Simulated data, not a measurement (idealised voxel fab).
The following is a process module called voxel capacitor over wiring.
235 nm wide, 5 nm square cells: that's cross-section cut.
Each cross-section below is a grid of square cells, stated as bands in top-down order, with one or more rows of cells making up each band.
Within each band entry, the heights of the top and of the bottom of the band appear first, in that order and in nm; the materials of the band then follow from left to right, each with its corresponding width in nm. The designation "edge to edge" on a single material indicates that it fills the band from edge to edge; the designation "blank" indicates empty space.
For the purposes of this specification, 0 denotes the height below which the wafer in its as-received condition is composed wholly of one material, and the lowermost band, lacking a lower limit, extends downward without end, as expressed in "from 0 down".
Graded width ("30 to 40"): value in top row of band = first number; value in bottom row = second number; row-to-row change constant.
"left unchanged" -> step changed no cross-section cell.
The entry titled "Closed empty spaces" provides the empty spaces that have no open way to the top, restricted to those of 8 cells or more. Each is presented as width x height at distance, the distance being measured from the left edge, with all three in nm.
Text after the settings on a step's line: the simulator's own remark on that step.
The line of a step may include "overlay nm". On a step with a mask, this value is how far to the right of its planned place the mask lay. A negative value means the mask lay to the left.
-- plan
1,RECEIVE: material Si
2,CONFORMAL_DEP: material SiO2, thk nm 10
3,CONFORMAL_DEP: material SiCN, thk nm 5
4,DIRECTIONAL_DEP: material lowk, thk nm 20
5,DIRECTIONAL_DEP: material aC, thk nm 15
6,PATTERN: tone open, mask id METAL_1, material resist, width nm 30, pitch nm 85, thk nm 30, overlay nm 0
7,DIRECTIONAL_ETCH: etch materials aC, depth nm 15
8,STRIP: etch materials resist
9,DIRECTIONAL_ETCH: etch materials lowk, depth nm 20
10,DIRECTIONAL_ETCH: etch materials SiCN, depth nm 5
11,STRIP: etch materials aC
12,CONFORMAL_DEP: material TiN, thk nm 5
13,FILL_DEP: material Ru, thk nm 10
14,CMP: height nm 35
15,CONFORMAL_DEP: material SiCN, thk nm 5
16,DIRECTIONAL_DEP: material lowk, thk nm 10
17,MASKED_ETCH: tone open, mask id PLUG_1, width nm 15, etch materials lowk, depth nm 10, overlay nm 0
18,MASKED_ETCH: tone open, mask id PLUG_1, width nm 15, etch materials SiCN, depth nm 5, overlay nm 0
19,EPI: material Ru, thk nm 10
20,EPI: material Ru, thk nm 5
21,DIRECTIONAL_DEP: material TiN, thk nm 10
22,DIRECTIONAL_DEP: material HfO2, thk nm 5
23,DIRECTIONAL_DEP: material TiN, thk nm 5
24,PATTERN: tone cover, mask id UPPER_PLATE, material resist, width nm 50, thk nm 15, overlay nm 0
25,DIRECTIONAL_ETCH: etch materials TiN, depth nm 5
26,DIRECTIONAL_ETCH: etch materials HfO2, depth nm 5
27,STRIP: etch materials resist
28,PATTERN: tone cover, mask id LOWER_PLATE, material resist, width nm 70, thk nm 20, overlay nm 0
29,DIRECTIONAL_ETCH: etch materials TiN, depth nm 10
30,STRIP: etch materials resist
31,FILL_DEP: material SiO2, thk nm 20
32,CMP: height nm 85
33,DIRECTIONAL_DEP: material aC, thk nm 10
34,PATTERN: tone open, mask id PLUG_2, material resist, width nm 15, thk nm 30, overlay nm 0
35,DIRECTIONAL_ETCH: etch materials aC, depth nm 10
36,STRIP: etch materials resist
37,DIRECTIONAL_ETCH: etch materials SiO2, depth nm 15
38,STRIP: etch materials aC
39,CONFORMAL_DEP: material TiN, thk nm 5
40,FILL_DEP: material Cu, thk nm 5
41,CMP: height nm 85
42,CONFORMAL_DEP: material SiN, thk nm 5
For clarity, it should be stated that the wafers under discussion commence in an identical condition and differ with respect to the width nm of step 24, the plan indicating the value that the first wafer had.
-- Step 1 complete: as-received cross-section of the first of several wafers
	from 0 down  Si edge to edge
	Closed empty spaces: none
-- End of module, by wafer: material-by-material cell gain (+) or loss (-) since receipt, then closed voids
width nm 50, +2 Cu, +10 HfO2, +41 Ru, +79 SiCN, +47 SiN, +366 SiO2, +73 TiN, +228 lowk, Closed empty spaces: none
width nm 55, +2 Cu, +11 HfO2, +41 Ru, +79 SiCN, +47 SiN, +364 SiO2, +74 TiN, +228 lowk, Closed empty spaces: none
width nm 60, +2 Cu, +12 HfO2, +41 Ru, +79 SiCN, +47 SiN, +362 SiO2, +75 TiN, +228 lowk, Closed empty spaces: none
width nm 65, +2 Cu, +13 HfO2, +41 Ru, +79 SiCN, +47 SiN, +360 SiO2, +76 TiN, +228 lowk, Closed empty spaces: none
width nm 70, +2 Cu, +14 HfO2, +41 Ru, +79 SiCN, +47 SiN, +358 SiO2, +77 TiN, +228 lowk, Closed empty spaces: none
width nm 75, +2 Cu, +15 HfO2, +41 Ru, +79 SiCN, +47 SiN, +355 SiO2, +79 TiN, +228 lowk, Closed empty spaces: none
